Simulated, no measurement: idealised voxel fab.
The process module that follows is named voxel transistor to metal.
Square cells of 5 nm make up the cross-section cut, whose width is 145 nm.
Cross-section = grid of square cells, listed top down in bands; band = one or more rows.
Heights first: top, then bottom, in nm. Then materials, left to right, each with a width in nm. "all across" on a single material: fills the band edge to edge. "air": empty space.
The level at which height equals 0 is the one under which the wafer, as it arrives, is entirely one material. No lower edge exists for the bottom band, which continues downward and is notated as in "z 0 and below".
Per-row width for "30->40": begins at first number (top row of band), ends at second number (bottom row), increment between rows held constant.
Take "nothing altered" at face value: in the step it is given for, the cross-section changed in none of its cells.
"Encapsulated voids" lists enclosed empty spaces (at least 8 cells, no open path upward to the top), each as width x height at distance from the left edge, in nm.
Past the settings on a step's line: simulator remark, on that step.
You can add "overlay nm" to a step's line. For a step with a mask, it describes how far the mask lay to the right of its planned position, and a negative number describes a lay to the left.

# This section lists the process steps that were planned
1 RECEIVE with material Si
2 OXIDIZE with depth nm 5
3 CONFORMAL_DEP with material SiN, thk nm 10
4 MASKED_ETCH with tone cover, mask id ACTIVE, width nm 95, etch materials SiN, depth nm 10, overlay nm 0
5 MASKED_ETCH with tone cover, mask id ACTIVE, width nm 95, etch materials SiO2, depth nm 5, overlay nm 0
6 MASKED_ETCH with tone cover, mask id ACTIVE, width nm 95, etch materials Si, depth nm 20, overlay nm 0
7 FILL_DEP with material SiO2, thk nm 10
8 CMP with height nm 10
9 SELECTIVE_ETCH with etch materials SiO2, depth nm 5
10 STRIP with etch materials SiN
11 SELECTIVE_ETCH with etch materials SiO2, depth nm 5
12 OXIDIZE with depth nm 5
13 DIRECTIONAL_DEP with material polySi, thk nm 25
14 DIRECTIONAL_DEP with material SiCN, thk nm 10
15 MASKED_ETCH with tone cover, mask id GATE, width nm 25, etch materials SiCN, depth nm 20, overlay nm 0
16 MASKED_ETCH with tone cover, mask id GATE, width nm 25, etch materials polySi, depth nm 35, overlay nm 0
17 CONFORMAL_DEP with material SiN, thk nm 10
18 DIRECTIONAL_ETCH with etch materials SiN, depth nm 10
19 DIRECTIONAL_ETCH with etch materials SiO2, depth nm 5
20 DIRECTIONAL_ETCH with etch materials Si, depth nm 15
21 EPI with material SiGe, thk nm 20
22 FILL_DEP with material SiO2, thk nm 10
23 CMP with height nm 30
24 DIRECTIONAL_DEP with material SiO2, thk nm 15
25 DIRECTIONAL_DEP with material aC, thk nm 15
26 PATTERN with tone open, mask id CONTACT, material resist, width nm 25, pitch nm 60, thk nm 30, overlay nm 0
27 DIRECTIONAL_ETCH with etch materials aC, depth nm 15
28 STRIP with etch materials resist
29 DIRECTIONAL_ETCH with etch materials SiO2, depth nm 35
30 STRIP with etch materials aC
31 CONFORMAL_DEP with material TiN, thk nm 5
32 FILL_DEP with material Ru, thk nm 5
33 CMP with height nm 45
34 CONFORMAL_DEP with material SiN, thk nm 5
35 DIRECTIONAL_DEP with material SiO2, thk nm 20
36 PATTERN with tone open, mask id METAL_1, material resist, width nm 15, pitch nm 70, thk nm 15, overlay nm 0
37 DIRECTIONAL_ETCH with etch materials SiO2, depth nm 20
38 DIRECTIONAL_ETCH with etch materials SiN, depth nm 5
39 STRIP with etch materials resist
40 CONFORMAL_DEP with material TiN, thk nm 5
41 FILL_DEP with material W, thk nm 5
42 CMP with height nm 70
43 CONFORMAL_DEP with material SiCN, thk nm 5

# Here's what the wafer looked like in cross-section when it arrived - that's after step 1
  z 0 and below: Si all across
  Encapsulated voids: none

# The cross-section shown corresponds to the wafer at the conclusion of the module. The initial structure and the process plan are those presented above; however, one mistake occurred in executing the plan
  z 75 to 70: SiCN all across
  z 70 to 65: SiN=30 | TiN=15 | SiN=55 | TiN=15 | SiN=30
  z 65 to 45: SiO2 all across
  z 45 to 35: SiO2=30 | TiN=5 | Ru=15 | TiN=5 | SiO2=35 | TiN=5 | Ru=15 | TiN=5 | SiO2=30
  z 35 to 30: SiO2=30 | TiN=5 | Ru=10 | TiN=10 | SiO2=35 | TiN=10 | Ru=10 | TiN=5 | SiO2=30
  z 30 to 20: SiO2=30 | TiN=5 | Ru=10 | TiN=5 | SiN=10 | SiCN=25 | SiN=10 | TiN=5 | Ru=10 | TiN=5 | SiO2=30
  z 20 to 15: SiO2=30 | TiN=5 | Ru=10 | TiN=5 | SiN=10 | polySi=25 | SiN=10 | TiN=5 | Ru=10 | TiN=5 | SiO2=30
  z 15 to 10: SiO2=30 | TiN=20 | SiN=10 | polySi=25 | SiN=10 | TiN=20 | SiO2=30
  z 10 to 0: SiO2=20 | SiGe=30 | SiN=10 | polySi=25 | SiN=10 | SiGe=30 | SiO2=20
  z 0 to -5: SiO2=20 | SiN=10 | SiGe=20 | SiN=10 | polySi=25 | SiN=10 | SiGe=20 | SiN=10 | SiO2=20
  z -5 to -10: SiO2=30 | SiGe=20 | SiO2=45 | SiGe=20 | SiO2=30
  z -10 to -25: SiO2=25 | Si=5 | SiGe=20 | Si=45 | SiGe=20 | Si=5 | SiO2=25
  z -25 and below: Si all across
  Encapsulated voids: none
It is concluded that the wafer was processed incorrectly with respect to the plan, in that steps 34 and 35 of the plan were run in the wrong order, each in the other's place
